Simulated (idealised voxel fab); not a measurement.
You're looking at the process module voxel fin reveal.
cross-section cut | 265 nm wide | cells 5 nm
When this document writes out a cross-section, it uses a grid of square cells and lists it as bands, beginning at the top and moving down, with a band standing for one or more rows of cells. Within each band entry, the heights of the top and of the bottom of the band appear first, in that order and in nm; the materials of the band then follow from left to right, each with its corresponding width in nm. The designation "throughout" on a single material indicates that it fills the band from edge to edge; the designation "empty" indicates empty space. Heads up on the height convention: 0 is the point under which the incoming wafer is all one material, and the lowest band has no bottom, it just keeps going down, like "z 0 and below". With a width like "30->40", each row of cells in the band differs from the next by the same amount, the top row carrying the first number and the bottom row the second. The cross-section has no changed cell in any step marked "no modification". For the entry "Voids lacking openings", the listed items are empty spaces with no open way to the top whose size is 8 cells or more; each item follows the pattern width x height at distance, where distance is from the left edge and all three are in nm. Note: text after step settings on the step line = simulator remark on that step. A step's line can hold "overlay nm"; with a mask on that step, the setting says how far right of the planned place the mask lay, while a negative setting says it lay to the left.
This section lists the process steps that were planned:
1) op RECEIVE | material Si
2) op CONFORMAL_DEP | material SiN | thk nm 5
3) op MASKED_ETCH | tone cover | mask id FINS | width nm 15 | pitch nm 35 | etch materials SiN | depth nm 5 | overlay nm 0
4) op MASKED_ETCH | tone cover | mask id FINS | width nm 15 | pitch nm 35 | etch materials Si | depth nm 30 | overlay nm 0
5) op OXIDIZE | depth nm 5
6) op FILL_DEP | material SiO2 | thk nm 10
7) op CMP | height nm 5
8) op SELECTIVE_ETCH | etch materials SiO2 | depth nm 15
9) op STRIP | etch materials SiN
10) op CONFORMAL_DEP | material SiO2 | thk nm 5
Received-state cross-section, reflecting completion of step 1:
    z 0 and below: Si throughout
    Voids lacking openings: none
Run as planned - first of the two wafers cross-sectioned at the end of the module:
    z 5 to 0: empty=105; SiO2=15; empty=20; SiO2=15; empty=110
    z 0 to -5: empty=105; SiO2=5; Si=5; SiO2=5; empty=20; SiO2=5; Si=5; SiO2=5; empty=110
    z -5 to -35: SiO2=110; Si=5; SiO2=30; Si=5; SiO2=115
    z -35 and below: Si throughout
    Voids lacking openings: none
Cross-section, second wafer: same start as the first, same plan as the first, one mistake in running it; taken at the end of the module:
    z 0 to -5: empty=105; SiO2=15; empty=20; SiO2=15; empty=110
    z -5 to -35: SiO2=110; Si=5; SiO2=30; Si=5; SiO2=115
    z -35 and below: Si throughout
    Voids lacking openings: none
Processing error: plan step 2 skipped
Once processing is complete, comparing cell counts shows that the second wafer has more or fewer of certain materials than the first: Si -2; SiO2 -4
